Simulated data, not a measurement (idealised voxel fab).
Proc. module: voxel trench capacitor
Cross-sectional view cut (width: 225 nm; square cell size: 5 nm).
When this document writes out a cross-section, it uses a grid of square cells and lists it as bands, beginning at the top and moving down, with a band standing for one or more rows of cells.
Quick guide to a band line: top height, bottom height (nm) up front; then every material left to right with its width in nm. Only one material and it's marked "all across"? Then it fills the band edge to edge. And "empty" just means empty space.
Where do heights start? At 0: under that level the wafer as delivered is made of one material only. And the lowest band has no floor; it just carries on downward, as in "0 -> down".
It should be noted that a width expressed as "30 to 40" varies in equal increments from row to row of cells within the band, taking the value of the first number at the top row and that of the second number at the bottom row.
Reading "no modifications" for a step: not a cell of the cross-section changed in it.
Listed in "Sealed internal cavities": every empty space of 8 or more cells without an open way to the top. Form: width x height at distance, the distance being from the left edge, all in nm.
Note: text after step settings on the step line = simulator remark on that step.
"overlay nm", when on a step's line for a step with a mask, measures how far to the right of its planned place the mask lay; a negative measure means to the left.

SO HERE'S THE LINEUP OF PROCESS STEPS WE PLANNED
| 1 | RECEIVE,material Si |
| 2 | CONFORMAL_DEP,material SiN,thk nm 10 |
| 3 | PATTERN,tone open,mask id TRENCH,material resist,width nm 25,pitch nm 50,thk nm 20,overlay nm 0 |
| 4 | DIRECTIONAL_ETCH,etch materials SiN,depth nm 10 |
| 5 | DIRECTIONAL_ETCH,etch materials Si,depth nm 30 |
| 6 | STRIP,etch materials resist |
| 7 | CONFORMAL_DEP,material Al2O3,thk nm 5 |
| 8 | FILL_DEP,material polySi,thk nm 10 |
| 9 | CMP,height nm 0 |
It is noted that the wafers described herein are identical at the outset and are distinguished by the height nm of step 9; the value stated in the plan corresponds to the first wafer.

INCOMING STATE OF THE FIRST OF SEVERAL WAFERS IN CROSS-SECTION: AFTER STEP 1
    0 -> down = Si all across
    Sealed internal cavities: none

QUICK KEY FOR THE TABLE: A ROW PER WAFER, TAKEN AT THE END OF THE MODULE. FOR EACH MATERIAL IT TELLS YOU HOW MANY CELLS THE WAFER GAINED (+) OR LOST (-) SINCE IT CAME IN, AND THE CLOSED VOIDS COME AFTER
height nm 0; +45 Al2O3; -90 Si; +45 polySi; Sealed internal cavities: none
height nm 5; +51 Al2O3; -90 Si; +30 SiN; +54 polySi; Sealed internal cavities: none
height nm 10; +57 Al2O3; -90 Si; +60 SiN; +63 polySi; Sealed internal cavities: none
height nm 15; +93 Al2O3; -90 Si; +60 SiN; +72 polySi; Sealed internal cavities: none
height nm 20; +93 Al2O3; -90 Si; +60 SiN; +117 polySi; Sealed internal cavities: none
height nm 25; +93 Al2O3; -90 Si; +60 SiN; +162 polySi; Sealed internal cavities: none
